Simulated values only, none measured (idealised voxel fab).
voxel self aligned contacts: a process module
Xsec cut, 225 nm wide, square cell size 5 nm.
A cross-section is a grid of square cells, given in bands from the top down. A band is one or more rows of cells. It is stipulated that each band's entry specify, in nanometres, the height of the top of the band and then that of its bottom, followed by the materials of the band in left-to-right sequence, each together with its width in nanometres. A single material marked by the word "everywhere" is understood to fill the band from edge to edge; the word "empty" is understood to denote empty space. Height 0 is the level under which the wafer as received is all one material. The lowest band goes on downwards, as in "z 0 and below". The two numbers in a width such as "30->40" mark its ends across the band: the first belongs to the top row of cells, the second to the bottom row, and from each row to the next the width moves by the same amount. For the purposes of this document, the phrase "no alteration" attached to a step denotes that no cell within the cross-section was modified by that step. This entry, "Trapped void list", enumerates those empty regions of no fewer than 8 cells that possess no open connection to the top. Each region is reported in the form width x height at distance, the distance being taken from the left edge, with all three quantities expressed in nm. Formally, on a step line, whatever follows the settings is a remark that the simulator itself makes on the step. "overlay nm" on a masked step: distance the mask lay right of its planned place, negative for left. Everything after this point is organized in pairs: a cross-section before one process step, a cross-section after it that shows only as deep as the lowest changed band, and, under the pair, the intervening step with its settings. Because different runs of this module on the same starting wafer can supply different pairs, a pair continues from the pair above it only if its entry headed "Pre-step" says so.

Pre-step
- z 45 to 30 | 45 of empty; 25 of SiN; 30 of empty; 25 of SiN; 30 of empty; 25 of SiN; 45 of empty
- z 30 to 0 | polySi everywhere
- z 0 to -5 | SiO2 everywhere
- z -5 and below | Si everywhere
- Trapped void list: none

Section, Post-Step
- z 45 to 30 | 45 of empty; 25 of SiN; 30 of empty; 25 of SiN; 30 of empty; 25 of SiN; 45 of empty
- z 30 to 0 | 40 of empty; 30 of polySi; 25 of empty; 30 of polySi; 25 of empty; 30 of polySi; 45 of empty
- Below 0, no change.
- Trapped void list: none
The cross-sections above show the structure before and after this step: MASKED_ETCH,tone cover,mask id GATE,width nm 30,pitch nm 55,etch materials polySi,depth nm 30,overlay nm 0

Pre-step: For the state before this step, see the after cross-section of the pair located directly above.

Section, Post-Step
- z 50 to 35 | 40 of empty; 35 of SiN; 20 of empty; 35 of SiN; 20 of empty; 35 of SiN; 40 of empty
- z 35 to 30 | 35 of empty; 40 of SiN; 15 of empty; 40 of SiN; 15 of empty; 40 of SiN; 40 of empty
- z 30 to 5 | 35 of empty; 5 of SiN; 30 of polySi; 5 of SiN; 15 of empty; 5 of SiN; 30 of polySi; 5 of SiN; 15 of empty; 5 of SiN; 30 of polySi; 5 of SiN; 40 of empty
- z 5 to 0 | 40 of SiN; 30 of polySi; 25 of SiN; 30 of polySi; 25 of SiN; 30 of polySi; 45 of SiN
- Below 0, no change.
- Trapped void list: none
The cross-sections above show the structure before and after this step: CONFORMAL_DEP,material SiN,thk nm 5

Pre-step: For the state before this step, see the after cross-section of the pair located directly above.

Section, Post-Step
- z 45 to 30 | 40 of empty; 35 of SiN; 20 of empty; 35 of SiN; 20 of empty; 35 of SiN; 40 of empty
- z 30 to 0 | 35 of empty; 5 of SiN; 30 of polySi; 5 of SiN; 15 of empty; 5 of SiN; 30 of polySi; 5 of SiN; 15 of empty; 5 of SiN; 30 of polySi; 5 of SiN; 40 of empty
- Below 0, no change.
- Trapped void list: none
The cross-sections above show the structure before and after this step: DIRECTIONAL_ETCH,etch materials SiN,depth nm 5

Pre-step: For the state before this step, see the after cross-section of the pair located directly above.

Section, Post-Step
- z 65 to 45 | SiO2 everywhere
- z 45 to 30 | 40 of SiO2; 35 of SiN; 20 of SiO2; 35 of SiN; 20 of SiO2; 35 of SiN; 40 of SiO2
- z 30 to 0 | 35 of SiO2; 5 of SiN; 30 of polySi; 5 of SiN; 15 of SiO2; 5 of SiN; 30 of polySi; 5 of SiN; 15 of SiO2; 5 of SiN; 30 of polySi; 5 of SiN; 40 of SiO2
- Below 0, no change.
- Trapped void list: none
The cross-sections above show the structure before and after this step: FILL_DEP,material SiO2,thk nm 20

Pre-step: For the state before this step, see the after cross-section of the pair located directly above.

Section, Post-Step
- z 55 to 45 | SiO2 everywhere
- Below 45, no change.
- Trapped void list: none
The cross-sections above show the structure before and after this step: CMP,height nm 55

Pre-step: For the state before this step, see the after cross-section of the pair located directly above.

Section, Post-Step
- z 55 to 45 | 65 of SiO2; 35 of empty; 20 of SiO2; 35 of empty; 70 of SiO2
- z 45 to 30 | 40 of SiO2; 35 of SiN; 20 of empty; 35 of SiN; 20 of empty; 35 of SiN; 40 of SiO2
- z 30 to 0 | 35 of SiO2; 5 of SiN; 30 of polySi; 5 of SiN; 15 of empty; 5 of SiN; 30 of polySi; 5 of SiN; 15 of empty; 5 of SiN; 30 of polySi; 5 of SiN; 40 of SiO2
- z 0 to -5 | 75 of SiO2; 15 of empty; 40 of SiO2; 15 of empty; 80 of SiO2
- Below -5, no change.
- Trapped void list: none
The cross-sections above show the structure before and after this step: MASKED_ETCH,tone open,mask id CONTACT,width nm 35,pitch nm 55,etch materials SiO2,depth nm 60,overlay nm 0

Pre-step: For the state before this step, see the after cross-section of the pair located directly above.

Section, Post-Step
- z 60 to 55 | 70 of TiN; 25 of empty; 30 of TiN; 25 of empty; 75 of TiN
- z 55 to 45 | 65 of SiO2; 5->15 of TiN; 25->10 of empty; 5->10 of TiN; 20 of SiO2; 5->15 of TiN; 25->10 of empty; 5->10 of TiN; 70 of SiO2
- z 45 to 35 | 40 of SiO2; 35 of SiN; 5 of TiN; 10 of empty; 5 of TiN; 35 of SiN; 5 of TiN; 10 of empty; 5 of TiN; 35 of SiN; 40 of SiO2
- z 35 to 30 | 40 of SiO2; 35 of SiN; 5 of TiN; 5 of empty; 10 of TiN; 35 of SiN; 5 of TiN; 5 of empty; 10 of TiN; 35 of SiN; 40 of SiO2
- z 30 to 0 | 35 of SiO2; 5 of SiN; 30 of polySi; 5 of SiN; 5 of TiN; 5 of empty; 5 of TiN; 5 of SiN; 30 of polySi; 5 of SiN; 5 of TiN; 5 of empty; 5 of TiN; 5 of SiN; 30 of polySi; 5 of SiN; 40 of SiO2
- z 0 to -5 | 75 of SiO2; 15 of TiN; 40 of SiO2; 15 of TiN; 80 of SiO2
- Below -5, no change.
- Trapped void list: none
The cross-sections above show the structure before and after this step: CONFORMAL_DEP,material TiN,thk nm 5

Pre-step: For the state before this step, see the after cross-section of the pair located directly above.

Section, Post-Step
- z 70 to 60 | W everywhere
- z 60 to 55 | 70 of TiN; 25 of W; 30 of TiN; 25 of W; 75 of TiN
- z 55 to 45 | 65 of SiO2; 5->15 of TiN; 25->10 of W; 5->10 of TiN; 20 of SiO2; 5->15 of TiN; 25->10 of W; 5->10 of TiN; 70 of SiO2
- z 45 to 35 | 40 of SiO2; 35 of SiN; 5 of TiN; 10 of W; 5 of TiN; 35 of SiN; 5 of TiN; 10 of W; 5 of TiN; 35 of SiN; 40 of SiO2
- z 35 to 30 | 40 of SiO2; 35 of SiN; 5 of TiN; 5 of W; 10 of TiN; 35 of SiN; 5 of TiN; 5 of W; 10 of TiN; 35 of SiN; 40 of SiO2
- z 30 to 0 | 35 of SiO2; 5 of SiN; 30 of polySi; 5 of SiN; 5 of TiN; 5 of W; 5 of TiN; 5 of SiN; 30 of polySi; 5 of SiN; 5 of TiN; 5 of W; 5 of TiN; 5 of SiN; 30 of polySi; 5 of SiN; 40 of SiO2
- Below 0, no change.
- Trapped void list: none
The cross-sections above show the structure before and after this step: FILL_DEP,material W,thk nm 10

Pre-step: For the state before this step, see the after cross-section of the pair located directly above.

Section, Post-Step
- z 55 to 45 | 65 of SiO2; 5->15 of TiN; 25->10 of W; 5->10 of TiN; 20 of SiO2; 5->15 of TiN; 25->10 of W; 5->10 of TiN; 70 of SiO2
- Below 45, no change.
- Trapped void list: none
The cross-sections above show the structure before and after this step: CMP,height nm 55

Pre-step: For the state before this step, see the after cross-section of the pair located directly above.

Section, Post-Step
- z 60 to 55 | SiN everywhere
- Below 55, no change.
- Trapped void list: none
The cross-sections above show the structure before and after this step: CONFORMAL_DEP,material SiN,thk nm 5

Pre-step
- z 55 to 45 | SiO2 everywhere
- z 45 to 30 | 35 of SiO2; 40 of SiN; 15 of SiO2; 40 of SiN; 15 of SiO2; 40 of SiN; 40 of SiO2
- z 30 to 0 | 35 of SiO2; 5 of SiN; 30 of polySi; 5 of SiN; 15 of SiO2; 5 of SiN; 30 of polySi; 5 of SiN; 15 of SiO2; 5 of SiN; 30 of polySi; 5 of SiN; 40 of SiO2
- z 0 to -5 | SiO2 everywhere
- z -5 and below | Si everywhere
- Trapped void list: none

Section, Post-Step
- z 55 to 45 | 55 of SiO2; 35 of empty; 20 of SiO2; 35 of empty; 80 of SiO2
- z 45 to 30 | 35 of SiO2; 40 of SiN; 15 of empty; 40 of SiN; 15 of empty; 40 of SiN; 40 of SiO2
- z 30 to 0 | 35 of SiO2; 5 of SiN; 30 of polySi; 5 of SiN; 15 of empty; 5 of SiN; 30 of polySi; 5 of SiN; 15 of empty; 5 of SiN; 30 of polySi; 5 of SiN; 40 of SiO2
- z 0 to -5 | 75 of SiO2; 15 of empty; 40 of SiO2; 15 of empty; 80 of SiO2
- Below -5, no change.
- Trapped void list: none
The cross-sections above show the structure before and after this step: MASKED_ETCH,tone open,mask id CONTACT,width nm 35,pitch nm 55,etch materials SiO2,depth nm 60,overlay nm -10

Pre-step: For the state before this step, see the after cross-section of the pair located directly above.

Section, Post-Step
- z 60 to 55 | 60 of TiN; 25 of empty; 30 of TiN; 25 of empty; 85 of TiN
- z 55 to 45 | 55 of SiO2; 5->25 of TiN; 25->5 of empty; 5 of TiN; 20 of SiO2; 5->25 of TiN; 25->5 of empty; 5 of TiN; 80 of SiO2
- z 45 to 30 | 35 of SiO2; 40 of SiN; 5 of TiN; 5 of empty; 5 of TiN; 40 of SiN; 5 of TiN; 5 of empty; 5 of TiN; 40 of SiN; 40 of SiO2
- z 30 to 0 | 35 of SiO2; 5 of SiN; 30 of polySi; 5 of SiN; 5 of TiN; 5 of empty; 5 of TiN; 5 of SiN; 30 of polySi; 5 of SiN; 5 of TiN; 5 of empty; 5 of TiN; 5 of SiN; 30 of polySi; 5 of SiN; 40 of SiO2
- z 0 to -5 | 75 of SiO2; 15 of TiN; 40 of SiO2; 15 of TiN; 80 of SiO2
- Below -5, no change.
- Trapped void list: none
The cross-sections above show the structure before and after this step: CONFORMAL_DEP,material TiN,thk nm 5

Pre-step: For the state before this step, see the after cross-section of the pair located directly above.

Section, Post-Step
- z 70 to 60 | W everywhere
- z 60 to 55 | 60 of TiN; 25 of W; 30 of TiN; 25 of W; 85 of TiN
- z 55 to 45 | 55 of SiO2; 5->25 of TiN; 25->5 of W; 5 of TiN; 20 of SiO2; 5->25 of TiN; 25->5 of W; 5 of TiN; 80 of SiO2
- z 45 to 30 | 35 of SiO2; 40 of SiN; 5 of TiN; 5 of W; 5 of TiN; 40 of SiN; 5 of TiN; 5 of W; 5 of TiN; 40 of SiN; 40 of SiO2
- z 30 to 0 | 35 of SiO2; 5 of SiN; 30 of polySi; 5 of SiN; 5 of TiN; 5 of W; 5 of TiN; 5 of SiN; 30 of polySi; 5 of SiN; 5 of TiN; 5 of W; 5 of TiN; 5 of SiN; 30 of polySi; 5 of SiN; 40 of SiO2
- Below 0, no change.
- Trapped void list: none
The cross-sections above show the structure before and after this step: FILL_DEP,material W,thk nm 10

Pre-step: For the state before this step, see the after cross-section of the pair located directly above.

Section, Post-Step
- z 55 to 45 | 55 of SiO2; 5->25 of TiN; 25->5 of W; 5 of TiN; 20 of SiO2; 5->25 of TiN; 25->5 of W; 5 of TiN; 80 of SiO2
- Below 45, no change.
- Trapped void list: none
The cross-sections above show the structure before and after this step: CMP,height nm 55

Pre-step: For the state before this step, see the after cross-section of the pair located directly above.

Section, Post-Step
- z 60 to 55 | SiN everywhere
- Below 55, no change.
- Trapped void list: none
The cross-sections above show the structure before and after this step: CONFORMAL_DEP,material SiN,thk nm 5

Pre-step
- z 45 to 30 | 40 of empty; 30 of SiN; 25 of empty; 30 of SiN; 25 of empty; 30 of SiN; 45 of empty
- z 30 to 0 | 40 of empty; 30 of polySi; 25 of empty; 30 of polySi; 25 of empty; 30 of polySi; 45 of empty
- z 0 to -5 | SiO2 everywhere
- z -5 and below | Si everywhere
- Trapped void list: none

Section, Post-Step
- z 50 to 45 | 35 of empty; 40 of W; 15 of empty; 40 of W; 15 of empty; 40 of W; 40 of empty
- z 45 to 30 | 35 of empty; 5 of W; 30 of SiN; 5 of W; 15 of empty; 5 of W; 30 of SiN; 5 of W; 15 of empty; 5 of W; 30 of SiN; 5 of W; 40 of empty
- z 30 to 5 | 35 of empty; 5 of W; 30 of polySi; 5 of W; 15 of empty; 5 of W; 30 of polySi; 5 of W; 15 of empty; 5 of W; 30 of polySi; 5 of W; 40 of empty
- z 5 to 0 | 40 of W; 30 of polySi; 25 of W; 30 of polySi; 25 of W; 30 of polySi; 45 of W
- Below 0, no change.
- Trapped void list: none
The cross-sections above show the structure before and after this step: CONFORMAL_DEP,material W,thk nm 5

Pre-step: For the state before this step, see the after cross-section of the pair located directly above.

Section, Post-Step
- z 70 to 50 | SiO2 everywhere
- z 50 to 45 | 35 of SiO2; 40 of W; 15 of SiO2; 40 of W; 15 of SiO2; 40 of W; 40 of SiO2
- z 45 to 30 | 35 of SiO2; 5 of W; 30 of SiN; 5 of W; 15 of SiO2; 5 of W; 30 of SiN; 5 of W; 15 of SiO2; 5 of W; 30 of SiN; 5 of W; 40 of SiO2
- z 30 to 5 | 35 of SiO2; 5 of W; 30 of polySi; 5 of W; 15 of SiO2; 5 of W; 30 of polySi; 5 of W; 15 of SiO2; 5 of W; 30 of polySi; 5 of W; 40 of SiO2
- Below 5, no change.
- Trapped void list: none
The cross-sections above show the structure before and after this step: FILL_DEP,material SiO2,thk nm 20

Pre-step: For the state before this step, see the after cross-section of the pair located directly above.

Section, Post-Step
- z 55 to 50 | SiO2 everywhere
- Below 50, no change.
- Trapped void list: none
The cross-sections above show the structure before and after this step: CMP,height nm 55

Pre-step: For the state before this step, see the after cross-section of the pair located directly above.

Section, Post-Step
- z 55 to 50 | 65 of SiO2; 35 of empty; 20 of SiO2; 35 of empty; 70 of SiO2
- z 50 to 45 | 35 of SiO2; 40 of W; 15 of empty; 40 of W; 15 of empty; 40 of W; 40 of SiO2
- z 45 to 30 | 35 of SiO2; 5 of W; 30 of SiN; 5 of W; 15 of empty; 5 of W; 30 of SiN; 5 of W; 15 of empty; 5 of W; 30 of SiN; 5 of W; 40 of SiO2
- z 30 to 5 | 35 of SiO2; 5 of W; 30 of polySi; 5 of W; 15 of empty; 5 of W; 30 of polySi; 5 of W; 15 of empty; 5 of W; 30 of polySi; 5 of W; 40 of SiO2
- Below 5, no change.
- Trapped void list: none
The cross-sections above show the structure before and after this step: MASKED_ETCH,tone open,mask id CONTACT,width nm 35,pitch nm 55,etch materials SiO2,depth nm 60,overlay nm 0

Pre-step: For the state before this step, see the after cross-section of the pair located directly above.

Section, Post-Step
- z 60 to 55 | 70 of TiN; 25 of empty; 30 of TiN; 25 of empty; 75 of TiN
- z 55 to 50 | 65 of SiO2; 15 of TiN; 5 of empty; 15 of TiN; 20 of SiO2; 15 of TiN; 5 of empty; 15 of TiN; 70 of SiO2
- z 50 to 45 | 35 of SiO2; 40 of W; 5 of TiN; 5 of empty; 5 of TiN; 40 of W; 5 of TiN; 5 of empty; 5 of TiN; 40 of W; 40 of SiO2
- z 45 to 30 | 35 of SiO2; 5 of W; 30 of SiN; 5 of W; 5 of TiN; 5 of empty; 5 of TiN; 5 of W; 30 of SiN; 5 of W; 5 of TiN; 5 of empty; 5 of TiN; 5 of W; 30 of SiN; 5 of W; 40 of SiO2
- z 30 to 10 | 35 of SiO2; 5 of W; 30 of polySi; 5 of W; 5 of TiN; 5 of empty; 5 of TiN; 5 of W; 30 of polySi; 5 of W; 5 of TiN; 5 of empty; 5 of TiN; 5 of W; 30 of polySi; 5 of W; 40 of SiO2
- z 10 to 5 | 35 of SiO2; 5 of W; 30 of polySi; 5 of W; 15 of TiN; 5 of W; 30 of polySi; 5 of W; 15 of TiN; 5 of W; 30 of polySi; 5 of W; 40 of SiO2
- Below 5, no change.
- Trapped void list: none
The cross-sections above show the structure before and after this step: CONFORMAL_DEP,material TiN,thk nm 5

Pre-step: For the state before this step, see the after cross-section of the pair located directly above.

Section, Post-Step
- z 70 to 60 | W everywhere
- z 60 to 55 | 70 of TiN; 25 of W; 30 of TiN; 25 of W; 75 of TiN
- z 55 to 50 | 65 of SiO2; 15 of TiN; 5 of W; 15 of TiN; 20 of SiO2; 15 of TiN; 5 of W; 15 of TiN; 70 of SiO2
- z 50 to 45 | 35 of SiO2; 40 of W; 5 of TiN; 5 of W; 5 of TiN; 40 of W; 5 of TiN; 5 of W; 5 of TiN; 40 of W; 40 of SiO2
- z 45 to 30 | 35 of SiO2; 5 of W; 30 of SiN; 5 of W; 5 of TiN; 5 of W; 5 of TiN; 5 of W; 30 of SiN; 5 of W; 5 of TiN; 5 of W; 5 of TiN; 5 of W; 30 of SiN; 5 of W; 40 of SiO2
- z 30 to 10 | 35 of SiO2; 5 of W; 30 of polySi; 5 of W; 5 of TiN; 5 of W; 5 of TiN; 5 of W; 30 of polySi; 5 of W; 5 of TiN; 5 of W; 5 of TiN; 5 of W; 30 of polySi; 5 of W; 40 of SiO2
- Below 10, no change.
- Trapped void list: none
The cross-sections above show the structure before and after this step: FILL_DEP,material W,thk nm 10

Pre-step: For the state before this step, see the after cross-section of the pair located directly above.

Section, Post-Step
- z 55 to 50 | 65 of SiO2; 15 of TiN; 5 of W; 15 of TiN; 20 of SiO2; 15 of TiN; 5 of W; 15 of TiN; 70 of SiO2
- Below 50, no change.
- Trapped void list: none
The cross-sections above show the structure before and after this step: CMP,height nm 55

Pre-step: For the state before this step, see the after cross-section of the pair located directly above.

Section, Post-Step
- z 60 to 55 | SiN everywhere
- Below 55, no change.
- Trapped void list: none
The cross-sections above show the structure before and after this step: CONFORMAL_DEP,material SiN,thk nm 5

Pre-step
- z 45 to 30 | SiN everywhere
- z 30 to 0 | polySi everywhere
- z 0 to -5 | SiO2 everywhere
- z -5 and below | Si everywhere
- Trapped void list: none

Section, Post-Step
- z 45 to 30 | 40 of SiN; 30 of empty; 25 of SiN; 30 of empty; 25 of SiN; 30 of empty; 45 of SiN
- Below 30, no change.
- Trapped void list: none
The cross-sections above show the structure before and after this step: MASKED_ETCH,tone open,mask id GATE,width nm 30,pitch nm 55,etch materials SiN,depth nm 15,overlay nm 0

Pre-step: For the state before this step, see the after cross-section of the pair located directly above.

Section, Post-Step
- z 50 to 35 | 45 of SiN; 20 of empty; 35 of SiN; 20 of empty; 35 of SiN; 20 of empty; 50 of SiN
- z 35 to 30 | SiN everywhere
- Below 30, no change.
- Trapped void list: none
The cross-sections above show the structure before and after this step: CONFORMAL_DEP,material SiN,thk nm 5

Pre-step: For the state before this step, see the after cross-section of the pair located directly above.

Section, Post-Step
- z 45 to 30 | 45 of SiN; 20 of empty; 35 of SiN; 20 of empty; 35 of SiN; 20 of empty; 50 of SiN
- Below 30, no change.
- Trapped void list: none
The cross-sections above show the structure before and after this step: DIRECTIONAL_ETCH,etch materials SiN,depth nm 5

Pre-step: For the state before this step, see the after cross-section of the pair located directly above.

Section, Post-Step
- z 65 to 45 | SiO2 everywhere
- z 45 to 30 | 45 of SiN; 20 of SiO2; 35 of SiN; 20 of SiO2; 35 of SiN; 20 of SiO2; 50 of SiN
- Below 30, no change.
- Trapped void list: none
The cross-sections above show the structure before and after this step: FILL_DEP,material SiO2,thk nm 20

Pre-step: For the state before this step, see the after cross-section of the pair located directly above.

Section, Post-Step
- z 55 to 45 | SiO2 everywhere
- Below 45, no change.
- Trapped void list: none
The cross-sections above show the structure before and after this step: CMP,height nm 55

Pre-step: For the state before this step, see the after cross-section of the pair located directly above.

Section, Post-Step
- z 55 to 45 | 65 of SiO2; 35 of empty; 20 of SiO2; 35 of empty; 70 of SiO2
- Below 45, no change.
- Trapped void list: none
The cross-sections above show the structure before and after this step: MASKED_ETCH,tone open,mask id CONTACT,width nm 35,pitch nm 55,etch materials SiO2,depth nm 60,overlay nm 0

Pre-step: For the state before this step, see the after cross-section of the pair located directly above.

Section, Post-Step
- z 60 to 55 | 70 of TiN; 25 of empty; 30 of TiN; 25 of empty; 75 of TiN
- z 55 to 50 | 65 of SiO2; 5 of TiN; 25 of empty; 5 of TiN; 20 of SiO2; 5 of TiN; 25 of empty; 5 of TiN; 70 of SiO2
- z 50 to 45 | 65 of SiO2; 35 of TiN; 20 of SiO2; 35 of TiN; 70 of SiO2
- Below 45, no change.
- Trapped void list: none
The cross-sections above show the structure before and after this step: CONFORMAL_DEP,material TiN,thk nm 5

Pre-step: For the state before this step, see the after cross-section of the pair located directly above.

Section, Post-Step
- z 70 to 60 | W everywhere
- z 60 to 55 | 70 of TiN; 25 of W; 30 of TiN; 25 of W; 75 of TiN
- z 55 to 50 | 65 of SiO2; 5 of TiN; 25 of W; 5 of TiN; 20 of SiO2; 5 of TiN; 25 of W; 5 of TiN; 70 of SiO2
- Below 50, no change.
- Trapped void list: none
The cross-sections above show the structure before and after this step: FILL_DEP,material W,thk nm 10

Pre-step: For the state before this step, see the after cross-section of the pair located directly above.

Section, Post-Step
- z 55 to 50 | 65 of SiO2; 5 of TiN; 25 of W; 5 of TiN; 20 of SiO2; 5 of TiN; 25 of W; 5 of TiN; 70 of SiO2
- Below 50, no change.
- Trapped void list: none
The cross-sections above show the structure before and after this step: CMP,height nm 55

Pre-step: For the state before this step, see the after cross-section of the pair located directly above.

Section, Post-Step
- z 60 to 55 | SiN everywhere
- Below 55, no change.
- Trapped void list: none
The cross-sections above show the structure before and after this step: CONFORMAL_DEP,material SiN,thk nm 5
